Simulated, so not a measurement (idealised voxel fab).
process module | voxel self aligned contacts
cross-section cut | 300 nm wide | cells 5 nm
A cross-section is a grid of square cells, given in bands from the top down. A band is one or more rows of cells.
Each band's line starts with the height of the band's top and of its bottom, in nm. Then come its materials from left to right, each with its width in nm. One material with "throughout" fills the band from edge to edge. "air" is empty space.
Height 0 is the level under which the wafer as received is all one material. The lowest band goes on downwards, as in "0 down".
A width such as "30 to 40" changes by the same amount from each row of cells to the next, from the band's top row to its bottom row.
"no change" after a step means that no cell of the cross-section changed.
closed voids: empty space of 8 cells or more with no open way to the top, each as width x height at its distance from the left edge, in nm
after a step's settings: what the simulator itself notes on the step
overlay nm, on a step with a mask: how far to the right of its planned place the mask lay; to the left if negative
Each pair below shows a cross-section before one step and the cross-section after it, down to the lowest band that changed. The line under each pair gives the step between them, with its settings. The pairs can come from different runs of this module on the same starting wafer, so a pair continues from the pair above only where its "before" says so.
before
  0 down: Si throughout
  closed voids: none
after
  0 to -5: SiO2 throughout
  below -5: unchanged
  closed voids: none
the step between: op OXIDIZE | depth nm 5
before: the cross-section after the pair above
after
  30 to 0: polySi throughout
  below 0: unchanged
  closed voids: none
the step between: op DIRECTIONAL_DEP | material polySi | thk nm 30
before: the cross-section after the pair above
after
  50 to 30: SiN throughout
  below 30: unchanged
  closed voids: none
the step between: op DIRECTIONAL_DEP | material SiN | thk nm 20
before: the cross-section after the pair above
after
  60 to 50: aC throughout
  below 50: unchanged
  closed voids: none
the step between: op DIRECTIONAL_DEP | material aC | thk nm 10
before: the cross-section after the pair above
after
  90 to 60: air 70 | resist 30 | air 35 | resist 30 | air 35 | resist 30 | air 70
  below 60: unchanged
  closed voids: none
the step between: op PATTERN | tone cover | mask id GATE | material resist | width nm 30 | pitch nm 65 | thk nm 30 | overlay nm 0
before: the cross-section after the pair above
after
  80 to 60: air 70 | resist 30 | air 35 | resist 30 | air 35 | resist 30 | air 70
  60 to 50: air 70 | aC 30 | air 35 | aC 30 | air 35 | aC 30 | air 70
  below 50: unchanged
  closed voids: none
the step between: op DIRECTIONAL_ETCH | etch materials aC | depth nm 10
before: the cross-section after the pair above
after
  60 to 50: air 70 | aC 30 | air 35 | aC 30 | air 35 | aC 30 | air 70
  below 50: unchanged
  closed voids: none
the step between: op STRIP | etch materials resist
before: the cross-section after the pair above
after
  60 to 50: air 70 | aC 30 | air 35 | aC 30 | air 35 | aC 30 | air 70
  50 to 30: air 70 | SiN 30 | air 35 | SiN 30 | air 35 | SiN 30 | air 70
  below 30: unchanged
  closed voids: none
the step between: op DIRECTIONAL_ETCH | etch materials SiN | depth nm 20
before: the cross-section after the pair above
after
  60 to 50: air 70 | aC 30 | air 35 | aC 30 | air 35 | aC 30 | air 70
  50 to 30: air 70 | SiN 30 | air 35 | SiN 30 | air 35 | SiN 30 | air 70
  30 to 0: air 70 | polySi 30 | air 35 | polySi 30 | air 35 | polySi 30 | air 70
  below 0: unchanged
  closed voids: none
the step between: op DIRECTIONAL_ETCH | etch materials polySi | depth nm 30
before: the cross-section after the pair above
after
  50 to 30: air 70 | SiN 30 | air 35 | SiN 30 | air 35 | SiN 30 | air 70
  below 30: unchanged
  closed voids: none
the step between: op STRIP | etch materials aC
before: the cross-section after the pair above
after
  55 to 30: air 65 | SiN 40 | air 25 | SiN 40 | air 25 | SiN 40 | air 65
  30 to 5: air 65 | SiN 5 | polySi 30 | SiN 5 | air 25 | SiN 5 | polySi 30 | SiN 5 | air 25 | SiN 5 | polySi 30 | SiN 5 | air 65
  5 to 0: SiN 70 | polySi 30 | SiN 35 | polySi 30 | SiN 35 | polySi 30 | SiN 70
  below 0: unchanged
  closed voids: none
the step between: op CONFORMAL_DEP | material SiN | thk nm 5
before: the cross-section after the pair above
after
  50 to 30: air 65 | SiN 40 | air 25 | SiN 40 | air 25 | SiN 40 | air 65
  30 to 0: air 65 | SiN 5 | polySi 30 | SiN 5 | air 25 | SiN 5 | polySi 30 | SiN 5 | air 25 | SiN 5 | polySi 30 | SiN 5 | air 65
  below 0: unchanged
  closed voids: none
the step between: op DIRECTIONAL_ETCH | etch materials SiN | depth nm 5
before: the cross-section after the pair above
after
  60 to 50: SiO2 throughout
  50 to 30: SiO2 65 | SiN 40 | SiO2 25 | SiN 40 | SiO2 25 | SiN 40 | SiO2 65
  30 to 0: SiO2 65 | SiN 5 | polySi 30 | SiN 5 | SiO2 25 | SiN 5 | polySi 30 | SiN 5 | SiO2 25 | SiN 5 | polySi 30 | SiN 5 | SiO2 65
  below 0: unchanged
  closed voids: none
the step between: op FILL_DEP | material SiO2 | thk nm 10
before: the cross-section after the pair above
after
  55 to 50: SiO2 throughout
  below 50: unchanged
  closed voids: none
the step between: op CMP | height nm 55
before: the cross-section after the pair above
after
  55 to 50: SiO2 95 | air 45 | SiO2 20 | air 45 | SiO2 95
  50 to 30: SiO2 65 | SiN 40 | air 25 | SiN 40 | air 25 | SiN 40 | SiO2 65
  30 to 0: SiO2 65 | SiN 5 | polySi 30 | SiN 5 | air 25 | SiN 5 | polySi 30 | SiN 5 | air 25 | SiN 5 | polySi 30 | SiN 5 | SiO2 65
  0 to -5: SiO2 105 | air 25 | SiO2 40 | air 25 | SiO2 105
  below -5: unchanged
  closed voids: none
the step between: op MASKED_ETCH | tone open | mask id CONTACT | width nm 45 | pitch nm 65 | etch materials SiO2 | depth nm 60 | overlay nm 0
before: the cross-section after the pair above
after
  60 to 55: TiN 100 | air 35 | TiN 30 | air 35 | TiN 100
  55 to 50: SiO2 95 | TiN 15 | air 15 | TiN 15 | SiO2 20 | TiN 15 | air 15 | TiN 15 | SiO2 95
  50 to 30: SiO2 65 | SiN 40 | TiN 5 | air 15 | TiN 5 | SiN 40 | TiN 5 | air 15 | TiN 5 | SiN 40 | SiO2 65
  30 to 0: SiO2 65 | SiN 5 | polySi 30 | SiN 5 | TiN 5 | air 15 | TiN 5 | SiN 5 | polySi 30 | SiN 5 | TiN 5 | air 15 | TiN 5 | SiN 5 | polySi 30 | SiN 5 | SiO2 65
  0 to -5: SiO2 105 | TiN 25 | SiO2 40 | TiN 25 | SiO2 105
  below -5: unchanged
  closed voids: none
the step between: op CONFORMAL_DEP | material TiN | thk nm 5
before: the cross-section after the pair above
after
  70 to 60: Ru throughout
  60 to 55: TiN 100 | Ru 35 | TiN 30 | Ru 35 | TiN 100
  55 to 50: SiO2 95 | TiN 15 | Ru 15 | TiN 15 | SiO2 20 | TiN 15 | Ru 15 | TiN 15 | SiO2 95
  50 to 30: SiO2 65 | SiN 40 | TiN 5 | Ru 15 | TiN 5 | SiN 40 | TiN 5 | Ru 15 | TiN 5 | SiN 40 | SiO2 65
  30 to 0: SiO2 65 | SiN 5 | polySi 30 | SiN 5 | TiN 5 | Ru 15 | TiN 5 | SiN 5 | polySi 30 | SiN 5 | TiN 5 | Ru 15 | TiN 5 | SiN 5 | polySi 30 | SiN 5 | SiO2 65
  below 0: unchanged
  closed voids: none
the step between: op FILL_DEP | material Ru | thk nm 10
before: the cross-section after the pair above
after
  55 to 50: SiO2 95 | TiN 15 | Ru 15 | TiN 15 | SiO2 20 | TiN 15 | Ru 15 | TiN 15 | SiO2 95
  below 50: unchanged
  closed voids: none
the step between: op CMP | height nm 55
before: the cross-section after the pair above
after
  60 to 55: SiN throughout
  below 55: unchanged
  closed voids: none
the step between: op CONFORMAL_DEP | material SiN | thk nm 5
before
  70 to 60: Ru throughout
  60 to 55: TiN 100 | Ru 35 | TiN 30 | Ru 35 | TiN 100
  55 to 50: SiO2 95 | TiN 15 | Ru 15 | TiN 15 | SiO2 20 | TiN 15 | Ru 15 | TiN 15 | SiO2 95
  50 to 30: SiO2 65 | SiN 40 | TiN 5 | Ru 15 | TiN 5 | SiN 40 | TiN 5 | Ru 15 | TiN 5 | SiN 40 | SiO2 65
  30 to 0: SiO2 65 | SiN 5 | polySi 30 | SiN 5 | TiN 5 | Ru 15 | TiN 5 | SiN 5 | polySi 30 | SiN 5 | TiN 5 | Ru 15 | TiN 5 | SiN 5 | polySi 30 | SiN 5 | SiO2 65
  0 to -5: SiO2 105 | TiN 25 | SiO2 40 | TiN 25 | SiO2 105
  -5 down: Si throughout
  closed voids: none
after
  75 to 70: SiN throughout
  below 70: unchanged
  closed voids: none
the step between: op CONFORMAL_DEP | material SiN | thk nm 5
before
  50 to 30: SiN throughout
  30 to 0: polySi throughout
  0 to -5: SiO2 throughout
  -5 down: Si throughout
  closed voids: none
after
  70 to 30: SiN throughout
  below 30: unchanged
  closed voids: none
the step between: op DIRECTIONAL_DEP | material SiN | thk nm 20
before: the cross-section after the pair above
after
  80 to 70: aC throughout
  below 70: unchanged
  closed voids: none
the step between: op DIRECTIONAL_DEP | material aC | thk nm 10
before: the cross-section after the pair above
after
  110 to 80: air 70 | resist 30 | air 35 | resist 30 | air 35 | resist 30 | air 70
  below 80: unchanged
  closed voids: none
the step between: op PATTERN | tone cover | mask id GATE | material resist | width nm 30 | pitch nm 65 | thk nm 30 | overlay nm 0
before: the cross-section after the pair above
after
  100 to 80: air 70 | resist 30 | air 35 | resist 30 | air 35 | resist 30 | air 70
  80 to 70: air 70 | aC 30 | air 35 | aC 30 | air 35 | aC 30 | air 70
  below 70: unchanged
  closed voids: none
the step between: op DIRECTIONAL_ETCH | etch materials aC | depth nm 10
before: the cross-section after the pair above
after
  80 to 70: air 70 | aC 30 | air 35 | aC 30 | air 35 | aC 30 | air 70
  below 70: unchanged
  closed voids: none
the step between: op STRIP | etch materials resist
before: the cross-section after the pair above
after
  80 to 70: air 70 | aC 30 | air 35 | aC 30 | air 35 | aC 30 | air 70
  70 to 50: air 70 | SiN 30 | air 35 | SiN 30 | air 35 | SiN 30 | air 70
  below 50: unchanged
  closed voids: none
the step between: op DIRECTIONAL_ETCH | etch materials SiN | depth nm 20
before: the cross-section after the pair above
after
  70 to 50: air 70 | SiN 30 | air 35 | SiN 30 | air 35 | SiN 30 | air 70
  below 50: unchanged
  closed voids: none
the step between: op STRIP | etch materials aC
before: the cross-section after the pair above
after
  75 to 55: air 65 | SiN 40 | air 25 | SiN 40 | air 25 | SiN 40 | air 65
  55 to 30: SiN throughout
  below 30: unchanged
  closed voids: none
the step between: op CONFORMAL_DEP | material SiN | thk nm 5
before: the cross-section after the pair above
after
  70 to 50: air 65 | SiN 40 | air 25 | SiN 40 | air 25 | SiN 40 | air 65
  below 50: unchanged
  closed voids: none
the step between: op DIRECTIONAL_ETCH | etch materials SiN | depth nm 5
before: the cross-section after the pair above
after
  80 to 70: SiO2 throughout
  70 to 50: SiO2 65 | SiN 40 | SiO2 25 | SiN 40 | SiO2 25 | SiN 40 | SiO2 65
  below 50: unchanged
  closed voids: none
the step between: op FILL_DEP | material SiO2 | thk nm 10
before: the cross-section after the pair above
after
  55 to 50: SiO2 65 | SiN 40 | SiO2 25 | SiN 40 | SiO2 25 | SiN 40 | SiO2 65
  below 50: unchanged
  closed voids: none
the step between: op CMP | height nm 55
before: the cross-section after the pair above
after
  55 to 50: SiO2 65 | SiN 40 | air 25 | SiN 40 | air 25 | SiN 40 | SiO2 65
  below 50: unchanged
  closed voids: none
the step between: op MASKED_ETCH | tone open | mask id CONTACT | width nm 45 | pitch nm 65 | etch materials SiO2 | depth nm 60 | overlay nm 0
before: the cross-section after the pair above
after
  60 to 55: TiN 110 | air 15 | TiN 50 | air 15 | TiN 110
  55 to 50: SiO2 65 | SiN 40 | TiN 25 | SiN 40 | TiN 25 | SiN 40 | SiO2 65
  below 50: unchanged
  closed voids: none
the step between: op CONFORMAL_DEP | material TiN | thk nm 5
before: the cross-section after the pair above
after
  70 to 60: Ru throughout
  60 to 55: TiN 110 | Ru 15 | TiN 50 | Ru 15 | TiN 110
  below 55: unchanged
  closed voids: none
the step between: op FILL_DEP | material Ru | thk nm 10
before: the cross-section after the pair above
after
  55 to 50: SiO2 65 | SiN 40 | TiN 25 | SiN 40 | TiN 25 | SiN 40 | SiO2 65
  below 50: unchanged
  closed voids: none
the step between: op CMP | height nm 55
before: the cross-section after the pair above
after
  60 to 55: SiN throughout
  below 55: unchanged
  closed voids: none
the step between: op CONFORMAL_DEP | material SiN | thk nm 5
before
  50 to 30: air 70 | SiN 30 | air 35 | SiN 30 | air 35 | SiN 30 | air 70
  30 to 0: air 70 | polySi 30 | air 35 | polySi 30 | air 35 | polySi 30 | air 70
  0 to -5: SiO2 throughout
  -5 down: Si throughout
  closed voids: none
after
  45 to 30: air 70 | SiN 30 | air 35 | SiN 30 | air 35 | SiN 30 | air 70
  below 30: unchanged
  closed voids: none
the step between: op DIRECTIONAL_ETCH | etch materials SiN | depth nm 5
before: the cross-section after the pair above
after
  50 to 30: air 65 | SiN 40 | air 25 | SiN 40 | air 25 | SiN 40 | air 65
  30 to 5: air 65 | SiN 5 | polySi 30 | SiN 5 | air 25 | SiN 5 | polySi 30 | SiN 5 | air 25 | SiN 5 | polySi 30 | SiN 5 | air 65
  5 to 0: SiN 70 | polySi 30 | SiN 35 | polySi 30 | SiN 35 | polySi 30 | SiN 70
  below 0: unchanged
  closed voids: none
the step between: op CONFORMAL_DEP | material SiN | thk nm 5
before: the cross-section after the pair above
after
  60 to 50: SiO2 throughout
  50 to 30: SiO2 65 | SiN 40 | SiO2 25 | SiN 40 | SiO2 25 | SiN 40 | SiO2 65
  30 to 5: SiO2 65 | SiN 5 | polySi 30 | SiN 5 | SiO2 25 | SiN 5 | polySi 30 | SiN 5 | SiO2 25 | SiN 5 | polySi 30 | SiN 5 | SiO2 65
  below 5: unchanged
  closed voids: none
the step between: op FILL_DEP | material SiO2 | thk nm 10
before: the cross-section after the pair above
after
  55 to 50: SiO2 throughout
  below 50: unchanged
  closed voids: none
the step between: op CMP | height nm 55
before: the cross-section after the pair above
after
  55 to 50: SiO2 95 | air 45 | SiO2 20 | air 45 | SiO2 95
  50 to 30: SiO2 65 | SiN 40 | air 25 | SiN 40 | air 25 | SiN 40 | SiO2 65
  30 to 5: SiO2 65 | SiN 5 | polySi 30 | SiN 5 | air 25 | SiN 5 | polySi 30 | SiN 5 | air 25 | SiN 5 | polySi 30 | SiN 5 | SiO2 65
  below 5: unchanged
  closed voids: none
the step between: op MASKED_ETCH | tone open | mask id CONTACT | width nm 45 | pitch nm 65 | etch materials SiO2 | depth nm 60 | overlay nm 0
before: the cross-section after the pair above
after
  60 to 55: TiN 100 | air 35 | TiN 30 | air 35 | TiN 100
  55 to 50: SiO2 95 | TiN 15 | air 15 | TiN 15 | SiO2 20 | TiN 15 | air 15 | TiN 15 | SiO2 95
  50 to 30: SiO2 65 | SiN 40 | TiN 5 | air 15 | TiN 5 | SiN 40 | TiN 5 | air 15 | TiN 5 | SiN 40 | SiO2 65
  30 to 10: SiO2 65 | SiN 5 | polySi 30 | SiN 5 | TiN 5 | air 15 | TiN 5 | SiN 5 | polySi 30 | SiN 5 | TiN 5 | air 15 | TiN 5 | SiN 5 | polySi 30 | SiN 5 | SiO2 65
  10 to 5: SiO2 65 | SiN 5 | polySi 30 | SiN 5 | TiN 25 | SiN 5 | polySi 30 | SiN 5 | TiN 25 | SiN 5 | polySi 30 | SiN 5 | SiO2 65
  below 5: unchanged
  closed voids: none
the step between: op CONFORMAL_DEP | material TiN | thk nm 5
before: the cross-section after the pair above
after
  70 to 60: Ru throughout
  60 to 55: TiN 100 | Ru 35 | TiN 30 | Ru 35 | TiN 100
  55 to 50: SiO2 95 | TiN 15 | Ru 15 | TiN 15 | SiO2 20 | TiN 15 | Ru 15 | TiN 15 | SiO2 95
  50 to 30: SiO2 65 | SiN 40 | TiN 5 | Ru 15 | TiN 5 | SiN 40 | TiN 5 | Ru 15 | TiN 5 | SiN 40 | SiO2 65
  30 to 10: SiO2 65 | SiN 5 | polySi 30 | SiN 5 | TiN 5 | Ru 15 | TiN 5 | SiN 5 | polySi 30 | SiN 5 | TiN 5 | Ru 15 | TiN 5 | SiN 5 | polySi 30 | SiN 5 | SiO2 65
  below 10: unchanged
  closed voids: none
the step between: op FILL_DEP | material Ru | thk nm 10
before: the cross-section after the pair above
after
  55 to 50: SiO2 95 | TiN 15 | Ru 15 | TiN 15 | SiO2 20 | TiN 15 | Ru 15 | TiN 15 | SiO2 95
  below 50: unchanged
  closed voids: none
the step between: op CMP | height nm 55
before: the cross-section after the pair above
after
  60 to 55: SiN throughout
  below 55: unchanged
  closed voids: none
the step between: op CONFORMAL_DEP | material SiN | thk nm 5
before
  60 to 50: SiO2 throughout
  50 to 30: SiO2 65 | SiN 40 | SiO2 25 | SiN 40 | SiO2 25 | SiN 40 | SiO2 65
  30 to 0: SiO2 65 | SiN 5 | polySi 30 | SiN 5 | SiO2 25 | SiN 5 | polySi 30 | SiN 5 | SiO2 25 | SiN 5 | polySi 30 | SiN 5 | SiO2 65
  0 to -5: SiO2 throughout
  -5 down: Si throughout
  closed voids: none
after
  50 to 30: SiO2 65 | SiN 40 | SiO2 25 | SiN 40 | SiO2 25 | SiN 40 | SiO2 65
  below 30: unchanged
  closed voids: none
the step between: op CMP | height nm 50
before: the cross-section after the pair above
after
  50 to 30: SiO2 65 | SiN 40 | air 25 | SiN 40 | air 25 | SiN 40 | SiO2 65
  30 to 0: SiO2 65 | SiN 5 | polySi 30 | SiN 5 | air 25 | SiN 5 | polySi 30 | SiN 5 | air 25 | SiN 5 | polySi 30 | SiN 5 | SiO2 65
  0 to -5: SiO2 105 | air 25 | SiO2 40 | air 25 | SiO2 105
  below -5: unchanged
  closed voids: none
the step between: op MASKED_ETCH | tone open | mask id CONTACT | width nm 45 | pitch nm 65 | etch materials SiO2 | depth nm 60 | overlay nm 0
before: the cross-section after the pair above
after
  55 to 50: TiN 110 | air 15 | TiN 50 | air 15 | TiN 110
  50 to 30: SiO2 65 | SiN 40 | TiN 5 | air 15 | TiN 5 | SiN 40 | TiN 5 | air 15 | TiN 5 | SiN 40 | SiO2 65
  30 to 0: SiO2 65 | SiN 5 | polySi 30 | SiN 5 | TiN 5 | air 15 | TiN 5 | SiN 5 | polySi 30 | SiN 5 | TiN 5 | air 15 | TiN 5 | SiN 5 | polySi 30 | SiN 5 | SiO2 65
  0 to -5: SiO2 105 | TiN 25 | SiO2 40 | TiN 25 | SiO2 105
  below -5: unchanged
  closed voids: none
the step between: op CONFORMAL_DEP | material TiN | thk nm 5
before: the cross-section after the pair above
after
  65 to 55: Ru throughout
  55 to 50: TiN 110 | Ru 15 | TiN 50 | Ru 15 | TiN 110
  50 to 30: SiO2 65 | SiN 40 | TiN 5 | Ru 15 | TiN 5 | SiN 40 | TiN 5 | Ru 15 | TiN 5 | SiN 40 | SiO2 65
  30 to 0: SiO2 65 | SiN 5 | polySi 30 | SiN 5 | TiN 5 | Ru 15 | TiN 5 | SiN 5 | polySi 30 | SiN 5 | TiN 5 | Ru 15 | TiN 5 | SiN 5 | polySi 30 | SiN 5 | SiO2 65
  below 0: unchanged
  closed voids: none
the step between: op FILL_DEP | material Ru | thk nm 10
before: the cross-section after the pair above
after
  55 to 50: TiN 110 | Ru 15 | TiN 50 | Ru 15 | TiN 110
  below 50: unchanged
  closed voids: none
the step between: op CMP | height nm 55
before: the cross-section after the pair above
after
  60 to 55: SiN throughout
  below 55: unchanged
  closed voids: none
the step between: op CONFORMAL_DEP | material SiN | thk nm 5
before
  55 to 50: SiO2 throughout
  50 to 30: SiO2 65 | SiN 40 | SiO2 25 | SiN 40 | SiO2 25 | SiN 40 | SiO2 65
  30 to 0: SiO2 65 | SiN 5 | polySi 30 | SiN 5 | SiO2 25 | SiN 5 | polySi 30 | SiN 5 | SiO2 25 | SiN 5 | polySi 30 | SiN 5 | SiO2 65
  0 to -5: SiO2 throughout
  -5 down: Si throughout
  closed voids: none
after
  55 to 50: SiO2 100 | air 40 | SiO2 25 | air 40 | SiO2 95
  50 to 30: SiO2 65 | SiN 40 | air 25 | SiN 40 | air 25 | SiN 40 | SiO2 65
  30 to 0: SiO2 65 | SiN 5 | polySi 30 | SiN 5 | air 25 | SiN 5 | polySi 30 | SiN 5 | air 25 | SiN 5 | polySi 30 | SiN 5 | SiO2 65
  0 to -5: SiO2 105 | air 25 | SiO2 40 | air 25 | SiO2 105
  below -5: unchanged
  closed voids: none
the step between: op MASKED_ETCH | tone open | mask id CONTACT | width nm 40 | pitch nm 65 | etch materials SiO2 | depth nm 60 | overlay nm 0
before: the cross-section after the pair above
after
  60 to 55: TiN 105 | air 30 | TiN 35 | air 30 | TiN 100
  55 to 50: SiO2 100 | TiN 10 | air 15 | TiN 15 | SiO2 25 | TiN 10 | air 15 | TiN 15 | SiO2 95
  50 to 30: SiO2 65 | SiN 40 | TiN 5 | air 15 | TiN 5 | SiN 40 | TiN 5 | air 15 | TiN 5 | SiN 40 | SiO2 65
  30 to 0: SiO2 65 | SiN 5 | polySi 30 | SiN 5 | TiN 5 | air 15 | TiN 5 | SiN 5 | polySi 30 | SiN 5 | TiN 5 | air 15 | TiN 5 | SiN 5 | polySi 30 | SiN 5 | SiO2 65
  0 to -5: SiO2 105 | TiN 25 | SiO2 40 | TiN 25 | SiO2 105
  below -5: unchanged
  closed voids: none
the step between: op CONFORMAL_DEP | material TiN | thk nm 5
before: the cross-section after the pair above
after
  70 to 60: Ru throughout
  60 to 55: TiN 105 | Ru 30 | TiN 35 | Ru 30 | TiN 100
  55 to 50: SiO2 100 | TiN 10 | Ru 15 | TiN 15 | SiO2 25 | TiN 10 | Ru 15 | TiN 15 | SiO2 95
  50 to 30: SiO2 65 | SiN 40 | TiN 5 | Ru 15 | TiN 5 | SiN 40 | TiN 5 | Ru 15 | TiN 5 | SiN 40 | SiO2 65
  30 to 0: SiO2 65 | SiN 5 | polySi 30 | SiN 5 | TiN 5 | Ru 15 | TiN 5 | SiN 5 | polySi 30 | SiN 5 | TiN 5 | Ru 15 | TiN 5 | SiN 5 | polySi 30 | SiN 5 | SiO2 65
  below 0: unchanged
  closed voids: none
the step between: op FILL_DEP | material Ru | thk nm 10
before: the cross-section after the pair above
after
  55 to 50: SiO2 100 | TiN 10 | Ru 15 | TiN 15 | SiO2 25 | TiN 10 | Ru 15 | TiN 15 | SiO2 95
  below 50: unchanged
  closed voids: none
the step between: op CMP | height nm 55
before: the cross-section after the pair above
after
  60 to 55: SiN throughout
  below 55: unchanged
  closed voids: none
the step between: op CONFORMAL_DEP | material SiN | thk nm 5
before
  55 to 50: SiO2 throughout
  50 to 30: SiO2 65 | SiN 40 | SiO2 25 | SiN 40 | SiO2 25 | SiN 40 | SiO2 65
  30 to 0: SiO2 65 | SiN 5 | polySi 30 | SiN 5 | SiO2 25 | SiN 5 | polySi 30 | SiN 5 | SiO2 25 | SiN 5 | polySi 30 | SiN 5 | SiO2 65
  0 to -5: SiO2 throughout
  -5 down: Si throughout
  closed voids: none
after
  55 to 50: SiO2 90 | air 45 | SiO2 20 | air 45 | SiO2 100
  50 to 30: SiO2 65 | SiN 40 | air 25 | SiN 40 | air 25 | SiN 40 | SiO2 65
  30 to 0: SiO2 65 | SiN 5 | polySi 30 | SiN 5 | air 25 | SiN 5 | polySi 30 | SiN 5 | air 25 | SiN 5 | polySi 30 | SiN 5 | SiO2 65
  0 to -5: SiO2 105 | air 25 | SiO2 40 | air 25 | SiO2 105
  below -5: unchanged
  closed voids: none
the step between: op MASKED_ETCH | tone open | mask id CONTACT | width nm 45 | pitch nm 65 | etch materials SiO2 | depth nm 60 | overlay nm -5
before: the cross-section after the pair above
after
  60 to 55: TiN 95 | air 35 | TiN 30 | air 35 | TiN 105
  55 to 50: SiO2 90 | TiN 20 | air 15 | TiN 10 | SiO2 20 | TiN 20 | air 15 | TiN 10 | SiO2 100
  50 to 30: SiO2 65 | SiN 40 | TiN 5 | air 15 | TiN 5 | SiN 40 | TiN 5 | air 15 | TiN 5 | SiN 40 | SiO2 65
  30 to 0: SiO2 65 | SiN 5 | polySi 30 | SiN 5 | TiN 5 | air 15 | TiN 5 | SiN 5 | polySi 30 | SiN 5 | TiN 5 | air 15 | TiN 5 | SiN 5 | polySi 30 | SiN 5 | SiO2 65
  0 to -5: SiO2 105 | TiN 25 | SiO2 40 | TiN 25 | SiO2 105
  below -5: unchanged
  closed voids: none
the step between: op CONFORMAL_DEP | material TiN | thk nm 5
before: the cross-section after the pair above
after
  70 to 60: Ru throughout
  60 to 55: TiN 95 | Ru 35 | TiN 30 | Ru 35 | TiN 105
  55 to 50: SiO2 90 | TiN 20 | Ru 15 | TiN 10 | SiO2 20 | TiN 20 | Ru 15 | TiN 10 | SiO2 100
  50 to 30: SiO2 65 | SiN 40 | TiN 5 | Ru 15 | TiN 5 | SiN 40 | TiN 5 | Ru 15 | TiN 5 | SiN 40 | SiO2 65
  30 to 0: SiO2 65 | SiN 5 | polySi 30 | SiN 5 | TiN 5 | Ru 15 | TiN 5 | SiN 5 | polySi 30 | SiN 5 | TiN 5 | Ru 15 | TiN 5 | SiN 5 | polySi 30 | SiN 5 | SiO2 65
  below 0: unchanged
  closed voids: none
the step between: op FILL_DEP | material Ru | thk nm 10
before: the cross-section after the pair above
after
  55 to 50: SiO2 90 | TiN 20 | Ru 15 | TiN 10 | SiO2 20 | TiN 20 | Ru 15 | TiN 10 | SiO2 100
  below 50: unchanged
  closed voids: none
the step between: op CMP | height nm 55
before: the cross-section after the pair above
after
  60 to 55: SiN throughout
  below 55: unchanged
  closed voids: none
the step between: op CONFORMAL_DEP | material SiN | thk nm 5
before
  30 to 0: polySi throughout
  0 to -5: SiO2 throughout
  -5 down: Si throughout
  closed voids: none
after
  50 to 0: polySi throughout
  below 0: unchanged
  closed voids: none
the step between: op DIRECTIONAL_DEP | material polySi | thk nm 20
before: the cross-section after the pair above
after
  60 to 50: aC throughout
  below 50: unchanged
  closed voids: none
the step between: op DIRECTIONAL_DEP | material aC | thk nm 10
before: the cross-section after the pair above
after
  90 to 60: air 70 | resist 30 | air 35 | resist 30 | air 35 | resist 30 | air 70
  below 60: unchanged
  closed voids: none
the step between: op PATTERN | tone cover | mask id GATE | material resist | width nm 30 | pitch nm 65 | thk nm 30 | overlay nm 0
before: the cross-section after the pair above
after
  80 to 60: air 70 | resist 30 | air 35 | resist 30 | air 35 | resist 30 | air 70
  60 to 50: air 70 | aC 30 | air 35 | aC 30 | air 35 | aC 30 | air 70
  below 50: unchanged
  closed voids: none
the step between: op DIRECTIONAL_ETCH | etch materials aC | depth nm 10
before: the cross-section after the pair above
after
  60 to 50: air 70 | aC 30 | air 35 | aC 30 | air 35 | aC 30 | air 70
  below 50: unchanged
  closed voids: none
the step between: op STRIP | etch materials resist
before: the cross-section after the pair above
after
  60 to 50: air 70 | aC 30 | air 35 | aC 30 | air 35 | aC 30 | air 70
  50 to 20: air 70 | polySi 30 | air 35 | polySi 30 | air 35 | polySi 30 | air 70
  below 20: unchanged
  closed voids: none
the step between: op DIRECTIONAL_ETCH | etch materials polySi | depth nm 30
before: the cross-section after the pair above
after
  50 to 20: air 70 | polySi 30 | air 35 | polySi 30 | air 35 | polySi 30 | air 70
  below 20: unchanged
  closed voids: none
the step between: op STRIP | etch materials aC
before: the cross-section after the pair above
after
  55 to 50: air 65 | SiN 40 | air 25 | SiN 40 | air 25 | SiN 40 | air 65
  50 to 25: air 65 | SiN 5 | polySi 30 | SiN 5 | air 25 | SiN 5 | polySi 30 | SiN 5 | air 25 | SiN 5 | polySi 30 | SiN 5 | air 65
  25 to 20: SiN 70 | polySi 30 | SiN 35 | polySi 30 | SiN 35 | polySi 30 | SiN 70
  below 20: unchanged
  closed voids: none
the step between: op CONFORMAL_DEP | material SiN | thk nm 5
before: the cross-section after the pair above
after
  50 to 20: air 65 | SiN 5 | polySi 30 | SiN 5 | air 25 | SiN 5 | polySi 30 | SiN 5 | air 25 | SiN 5 | polySi 30 | SiN 5 | air 65
  below 20: unchanged
  closed voids: none
the step between: op DIRECTIONAL_ETCH | etch materials SiN | depth nm 5
before: the cross-section after the pair above
after
  60 to 50: SiO2 throughout
  50 to 20: SiO2 65 | SiN 5 | polySi 30 | SiN 5 | SiO2 25 | SiN 5 | polySi 30 | SiN 5 | SiO2 25 | SiN 5 | polySi 30 | SiN 5 | SiO2 65
  below 20: unchanged
  closed voids: none
the step between: op FILL_DEP | material SiO2 | thk nm 10
before: the cross-section after the pair above
after
  55 to 50: SiO2 throughout
  below 50: unchanged
  closed voids: none
the step between: op CMP | height nm 55
before: the cross-section after the pair above
after
  55 to 50: SiO2 95 | air 45 | SiO2 20 | air 45 | SiO2 95
  50 to 20: SiO2 65 | SiN 5 | polySi 30 | SiN 5 | air 25 | SiN 5 | polySi 30 | SiN 5 | air 25 | SiN 5 | polySi 30 | SiN 5 | SiO2 65
  below 20: unchanged
  closed voids: none
the step between: op MASKED_ETCH | tone open | mask id CONTACT | width nm 45 | pitch nm 65 | etch materials SiO2 | depth nm 60 | overlay nm 0
before: the cross-section after the pair above
after
  60 to 55: TiN 100 | air 35 | TiN 30 | air 35 | TiN 100
  55 to 50: SiO2 95 | TiN 15 | air 15 | TiN 15 | SiO2 20 | TiN 15 | air 15 | TiN 15 | SiO2 95
  50 to 25: SiO2 65 | SiN 5 | polySi 30 | SiN 5 | TiN 5 | air 15 | TiN 5 | SiN 5 | polySi 30 | SiN 5 | TiN 5 | air 15 | TiN 5 | SiN 5 | polySi 30 | SiN 5 | SiO2 65
  25 to 20: SiO2 65 | SiN 5 | polySi 30 | SiN 5 | TiN 25 | SiN 5 | polySi 30 | SiN 5 | TiN 25 | SiN 5 | polySi 30 | SiN 5 | SiO2 65
  below 20: unchanged
  closed voids: none
the step between: op CONFORMAL_DEP | material TiN | thk nm 5
before: the cross-section after the pair above
after
  70 to 60: Ru throughout
  60 to 55: TiN 100 | Ru 35 | TiN 30 | Ru 35 | TiN 100
  55 to 50: SiO2 95 | TiN 15 | Ru 15 | TiN 15 | SiO2 20 | TiN 15 | Ru 15 | TiN 15 | SiO2 95
  50 to 25: SiO2 65 | SiN 5 | polySi 30 | SiN 5 | TiN 5 | Ru 15 | TiN 5 | SiN 5 | polySi 30 | SiN 5 | TiN 5 | Ru 15 | TiN 5 | SiN 5 | polySi 30 | SiN 5 | SiO2 65
  below 25: unchanged
  closed voids: none
the step between: op FILL_DEP | material Ru | thk nm 10
